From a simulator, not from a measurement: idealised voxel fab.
Process module in this document: voxel self aligned vias
Pictured: cross-section cut, 170 nm wide, on a grid of 5 nm square cells.
This document writes a cross-section as a grid whose cells are square, and gives it as bands, listed from the top down; one or more rows of cells form a band.
Basically the band line says how high the top is and how high the bottom is, in nm, and then what's in it from left to right, every material with its width in nm. Empty space shows up as "air", and if a single material carries "everywhere" it runs the full band edge to edge.
Heads up on the height convention: 0 is the point under which the incoming wafer is all one material, and the lowest band has no bottom, it just keeps going down, like "0 -> down".
A width such as "30->40" changes by the same amount from each row of cells to the next, from the band's top row to its bottom row.
No cell of the cross-section changed in a step that is given as "no modifications".
In "Voids, sealed" the enclosed voids are listed, meaning empty spaces of 8 cells or larger without any opening to the top. The form is width x height at distance, distance from the left edge, units nm.
Post-settings text on a step line: simulator's own remark regarding the step.
What "overlay nm" on a step's line means: if the step has a mask, that mask lay this far to the right of its planned place, or, when the value is negative, to the left.
**The following list gives the planned process steps**
| 1 | RECEIVE,material Si |
| 2 | CONFORMAL_DEP,material SiO2,thk nm 15 |
| 3 | CONFORMAL_DEP,material SiCN,thk nm 5 |
| 4 | DIRECTIONAL_DEP,material lowk,thk nm 20 |
| 5 | PATTERN,tone open,mask id LINES,material resist,width nm 20,pitch nm 55,thk nm 20,overlay nm 0 |
| 6 | DIRECTIONAL_ETCH,etch materials lowk,depth nm 20 |
| 7 | STRIP,etch materials resist |
| 8 | CONFORMAL_DEP,material TiN,thk nm 5 |
| 9 | FILL_DEP,material Ru,thk nm 5 |
| 10 | CMP,height nm 40 |
| 11 | SELECTIVE_ETCH,etch materials W Ru TiN,depth nm 10 |
| 12 | FILL_DEP,material SiN,thk nm 10 |
| 13 | CMP,height nm 40 |
| 14 | DIRECTIONAL_DEP,material lowk,thk nm 20 |
| 15 | MASKED_ETCH,tone open,mask id VIAS,width nm 30,pitch nm 110,etch materials lowk,depth nm 20,overlay nm 0 |
| 16 | MASKED_ETCH,tone open,mask id VIAS,width nm 30,pitch nm 110,etch materials SiN,depth nm 10,overlay nm 0 |
| 17 | CONFORMAL_DEP,material TiN,thk nm 5 |
| 18 | FILL_DEP,material Ru,thk nm 10 |
| 19 | CMP,height nm 60 |
| 20 | CONFORMAL_DEP,material SiN,thk nm 5 |
**The cross-section here shows the wafer as received, i.e. in its state after step 1**
0 -> down: Si everywhere
Voids, sealed: none
**The module was run from the start shown above using the plan shown above, but one mistake was made doing it; the resulting wafer cross-section is below**
65 -> 60: SiN everywhere
60 -> 45: lowk 15 nm  TiN 5 nm  Ru 20 nm  TiN 5 nm  lowk 80 nm  TiN 5 nm  Ru 20 nm  TiN 5 nm  lowk 15 nm
45 -> 40: lowk 15 nm  TiN 30 nm  lowk 80 nm  TiN 30 nm  lowk 15 nm
40 -> 30: SiN 15 nm  TiN 5 nm  lowk 20 nm  TiN 5 nm  SiN 30 nm  lowk 20 nm  SiN 30 nm  TiN 5 nm  lowk 20 nm  TiN 5 nm  SiN 15 nm
30 -> 25: Ru 15 nm  TiN 5 nm  lowk 20 nm  TiN 5 nm  Ru 25 nm  TiN 5 nm  lowk 20 nm  TiN 5 nm  Ru 25 nm  TiN 5 nm  lowk 20 nm  TiN 5 nm  Ru 15 nm
25 -> 20: TiN 20 nm  lowk 20 nm  TiN 35 nm  lowk 20 nm  TiN 35 nm  lowk 20 nm  TiN 20 nm
20 -> 15: SiCN everywhere
15 -> 0: SiO2 everywhere
0 -> down: Si everywhere
Voids, sealed: none
Finding, execution versus plan: step 5 went in with a setting other than planned; the actual run was PATTERN,tone cover,mask id LINES,material resist,width nm 20,pitch nm 55,thk nm 20,overlay nm 0
